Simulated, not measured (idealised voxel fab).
Proc. module: voxel transistor to metal
285 nm wide, 5 nm square cells: that's cross-section cut.
Cross-section spec: square-cell grid; bands listed top down; each band is one or more rows.
Within each band entry, the heights of the top and of the bottom of the band appear first, in that order and in nm; the materials of the band then follow from left to right, each with its corresponding width in nm. The designation "full width" on a single material indicates that it fills the band from edge to edge; the designation "air" indicates empty space.
Heights are measured from 0, the level below which the as-received wafer is all one material; the lowest band has no bottom and continues downward, written as in "top 0, no bottom".
A width given as "30 to 40" starts at the first number in the band's top row and ends at the second number in its bottom row, shifting by an equal amount at every step from row to row.
Where a step carries "all unchanged", the cross-section came out of it unchanged, cell for cell.
The label "Completely sealed voids" introduces a list of the empty spaces, 8 cells or larger, that have no open way up to the top; each entry in it reads width x height at distance, where the distance is taken from the left edge and all three are stated in nm.
Note: text after step settings on the step line = simulator remark on that step.
When a step includes a mask, the "overlay nm" setting on its line states how far to the right of its planned place that mask lay, and negative values state how far to the left.
Read each pair as before and after one process step. The after cross-section shows only down to the lowest band that changed. The step between them and its settings are given below the pair. Pairs can come from different runs of this module on the same starting wafer. A pair continues from the pair above only where its "State before" entry says so.
State before:
    top 55, bottom 50: air: 25; SiN: 25; air: 55; SiN: 25; air: 25; SiN: 25; air: 55; SiN: 25; air: 25
    top 50, bottom 25: air: 25; SiN: 5; W: 15; SiN: 5; air: 55; SiN: 5; W: 15; SiN: 5; air: 25; SiN: 5; W: 15; SiN: 5; air: 55; SiN: 5; W: 15; SiN: 5; air: 25
    top 25, bottom 20: SiN: 30; TiN: 15; SiN: 65; TiN: 15; SiN: 35; TiN: 15; SiN: 65; TiN: 15; SiN: 30
    top 20, bottom 10: SiO2: 30; TiN: 5; W: 5; TiN: 5; SiO2: 65; TiN: 5; W: 5; TiN: 5; SiO2: 35; TiN: 5; W: 5; TiN: 5; SiO2: 65; TiN: 5; W: 5; TiN: 5; SiO2: 30
    top 10, bottom 0: SiO2: 30; TiN: 5; W: 5; TiN: 5; SiO2: 5; SiN: 10; HfO2: 5; TiN: 5; W: 15; TiN: 5; HfO2: 5; SiN: 10; SiO2: 5; TiN: 5; W: 5; TiN: 5; SiO2: 35; TiN: 5; W: 5; TiN: 5; SiO2: 5; SiN: 10; HfO2: 5; TiN: 5; W: 15; TiN: 5; HfO2: 5; SiN: 10; SiO2: 5; TiN: 5; W: 5; TiN: 5; SiO2: 30
    top 0, bottom -5: SiO2: 30; TiN: 15; SiO2: 5; SiN: 10; HfO2: 5; TiN: 25; HfO2: 5; SiN: 10; SiO2: 5; TiN: 15; SiO2: 35; TiN: 15; SiO2: 5; SiN: 10; HfO2: 5; TiN: 25; HfO2: 5; SiN: 10; SiO2: 5; TiN: 15; SiO2: 30
    top -5, bottom -10: pSi: 30; SiO2: 25; HfO2: 45; SiO2: 25; pSi: 35; SiO2: 25; HfO2: 45; SiO2: 25; pSi: 30
    top -10, bottom -20: pSi: 25; SiO2: 105; pSi: 25; SiO2: 105; pSi: 25
    top -20, bottom -25: Si: 25; SiO2: 105; Si: 25; SiO2: 105; Si: 25
    top -25, no bottom: Si full width
    Completely sealed voids: none
Post-Step Section View:
    top 60, bottom 55: lowk full width
    top 55, bottom 50: lowk: 25; SiN: 25; lowk: 55; SiN: 25; lowk: 25; SiN: 25; lowk: 55; SiN: 25; lowk: 25
    top 50, bottom 25: lowk: 25; SiN: 5; W: 15; SiN: 5; lowk: 55; SiN: 5; W: 15; SiN: 5; lowk: 25; SiN: 5; W: 15; SiN: 5; lowk: 55; SiN: 5; W: 15; SiN: 5; lowk: 25
    No changes below 25.
    Completely sealed voids: none
Between the two cross-sections shown above lies FILL_DEP: material lowk, thk nm 5
State before: this step begins from the cross-section that the pair just above shows after its step.
Post-Step Section View:
    top 50, bottom 25: lowk: 25; SiN: 5; W: 15; SiN: 5; lowk: 55; SiN: 5; W: 15; SiN: 5; lowk: 25; SiN: 5; W: 15; SiN: 5; lowk: 55; SiN: 5; W: 15; SiN: 5; lowk: 25
    No changes below 25.
    Completely sealed voids: none
Between the two cross-sections shown above lies CMP: height nm 50
State before: this step begins from the cross-section that the pair just above shows after its step.
Post-Step Section View:
    top 55, bottom 50: SiCN full width
    No changes below 50.
    Completely sealed voids: none
Between the two cross-sections shown above lies CONFORMAL_DEP: material SiCN, thk nm 5
State before: this step begins from the cross-section that the pair just above shows after its step.
Post-Step Section View:
    top 80, bottom 55: lowk full width
    No changes below 55.
    Completely sealed voids: none
Between the two cross-sections shown above lies DIRECTIONAL_DEP: material lowk, thk nm 25
State before: this step begins from the cross-section that the pair just above shows after its step.
Post-Step Section View:
    top 90, bottom 80: aC full width
    No changes below 80.
    Completely sealed voids: none
Between the two cross-sections shown above lies DIRECTIONAL_DEP: material aC, thk nm 10
State before: this step begins from the cross-section that the pair just above shows after its step.
Post-Step Section View:
    top 115, bottom 90: resist: 30; air: 15; resist: 115; air: 15; resist: 110
    No changes below 90.
    Completely sealed voids: none
Between the two cross-sections shown above lies PATTERN: tone open, mask id METAL_2, material resist, width nm 15, pitch nm 130, thk nm 25, overlay nm 0
State before: this step begins from the cross-section that the pair just above shows after its step.
Post-Step Section View:
    top 105, bottom 90: resist: 30; air: 15; resist: 115; air: 15; resist: 110
    top 90, bottom 80: aC: 30; air: 15; aC: 115; air: 15; aC: 110
    No changes below 80.
    Completely sealed voids: none
Between the two cross-sections shown above lies DIRECTIONAL_ETCH: etch materials aC, depth nm 10
State before: this step begins from the cross-section that the pair just above shows after its step.
Post-Step Section View:
    top 90, bottom 80: aC: 30; air: 15; aC: 115; air: 15; aC: 110
    No changes below 80.
    Completely sealed voids: none
Between the two cross-sections shown above lies STRIP: etch materials resist
State before: this step begins from the cross-section that the pair just above shows after its step.
Post-Step Section View:
    top 90, bottom 80: aC: 30; air: 15; aC: 115; air: 15; aC: 110
    top 80, bottom 65: lowk: 30; air: 15; lowk: 115; air: 15; lowk: 110
    No changes below 65.
    Completely sealed voids: none
Between the two cross-sections shown above lies DIRECTIONAL_ETCH: etch materials lowk, depth nm 15
State before: this step begins from the cross-section that the pair just above shows after its step.
Post-Step Section View:
    top 80, bottom 65: lowk: 30; air: 15; lowk: 115; air: 15; lowk: 110
    No changes below 65.
    Completely sealed voids: none
Between the two cross-sections shown above lies STRIP: etch materials aC
State before: this step begins from the cross-section that the pair just above shows after its step.
Post-Step Section View:
    top 95, bottom 80: aC: 30; air: 15; aC: 115; air: 15; aC: 110
    top 80, bottom 65: lowk: 30; aC: 15; lowk: 115; aC: 15; lowk: 110
    No changes below 65.
    Completely sealed voids: none
Between the two cross-sections shown above lies DIRECTIONAL_DEP: material aC, thk nm 15
State before: this step begins from the cross-section that the pair just above shows after its step.
Post-Step Section View:
    top 130, bottom 95: resist: 30; air: 15; resist: 115; air: 15; resist: 110
    No changes below 95.
    Completely sealed voids: none
Between the two cross-sections shown above lies PATTERN: tone open, mask id METAL_2_HOLES, material resist, width nm 15, pitch nm 130, thk nm 35, overlay nm 0
State before: this step begins from the cross-section that the pair just above shows after its step.
Post-Step Section View:
    top 115, bottom 95: resist: 30; air: 15; resist: 115; air: 15; resist: 110
    top 95, bottom 80: aC: 30; air: 15; aC: 115; air: 15; aC: 110
    top 80, bottom 65: lowk: 30; air: 15; lowk: 115; air: 15; lowk: 110
    No changes below 65.
    Completely sealed voids: none
Between the two cross-sections shown above lies DIRECTIONAL_ETCH: etch materials aC, depth nm 15
State before: this step begins from the cross-section that the pair just above shows after its step.
Post-Step Section View:
    top 95, bottom 80: aC: 30; air: 15; aC: 115; air: 15; aC: 110
    No changes below 80.
    Completely sealed voids: none
Between the two cross-sections shown above lies STRIP: etch materials resist
State before: this step begins from the cross-section that the pair just above shows after its step.
Post-Step Section View:
    top 95, bottom 80: aC: 30; air: 15; aC: 115; air: 15; aC: 110
    top 80, bottom 55: lowk: 30; air: 15; lowk: 115; air: 15; lowk: 110
    No changes below 55.
    Completely sealed voids: none
Between the two cross-sections shown above lies DIRECTIONAL_ETCH: etch materials lowk, depth nm 10
State before: this step begins from the cross-section that the pair just above shows after its step.
Post-Step Section View:
    top 95, bottom 80: aC: 30; air: 15; aC: 115; air: 15; aC: 110
    top 80, bottom 55: lowk: 30; air: 15; lowk: 115; air: 15; lowk: 110
    top 55, bottom 50: SiCN: 30; air: 15; SiCN: 115; air: 15; SiCN: 110
    No changes below 50.
    Completely sealed voids: none
Between the two cross-sections shown above lies DIRECTIONAL_ETCH: etch materials SiCN, depth nm 5
State before: this step begins from the cross-section that the pair just above shows after its step.
Post-Step Section View:
    top 80, bottom 55: lowk: 30; air: 15; lowk: 115; air: 15; lowk: 110
    No changes below 55.
    Completely sealed voids: none
Between the two cross-sections shown above lies STRIP: etch materials aC
State before: this step begins from the cross-section that the pair just above shows after its step.
Post-Step Section View:
    top 85, bottom 80: TiN: 35; air: 5; TiN: 125; air: 5; TiN: 115
    top 80, bottom 55: lowk: 30; TiN: 5; air: 5; TiN: 5; lowk: 115; TiN: 5; air: 5; TiN: 5; lowk: 110
    top 55, bottom 50: SiCN: 30; TiN: 15; SiCN: 115; TiN: 15; SiCN: 110
    No changes below 50.
    Completely sealed voids: none
Between the two cross-sections shown above lies CONFORMAL_DEP: material TiN, thk nm 5
State before: this step begins from the cross-section that the pair just above shows after its step.
Post-Step Section View:
    top 95, bottom 85: Cu full width
    top 85, bottom 80: TiN: 35; Cu: 5; TiN: 125; Cu: 5; TiN: 115
    top 80, bottom 55: lowk: 30; TiN: 5; Cu: 5; TiN: 5; lowk: 115; TiN: 5; Cu: 5; TiN: 5; lowk: 110
    No changes below 55.
    Completely sealed voids: none
Between the two cross-sections shown above lies FILL_DEP: material Cu, thk nm 10
State before: this step begins from the cross-section that the pair just above shows after its step.
Post-Step Section View:
    top 80, bottom 55: lowk: 30; TiN: 5; Cu: 5; TiN: 5; lowk: 115; TiN: 5; Cu: 5; TiN: 5; lowk: 110
    No changes below 55.
    Completely sealed voids: none
Between the two cross-sections shown above lies CMP: height nm 80
State before: this step begins from the cross-section that the pair just above shows after its step.
Post-Step Section View:
    top 85, bottom 80: SiCN full width
    No changes below 80.
    Completely sealed voids: none
Between the two cross-sections shown above lies CONFORMAL_DEP: material SiCN, thk nm 5
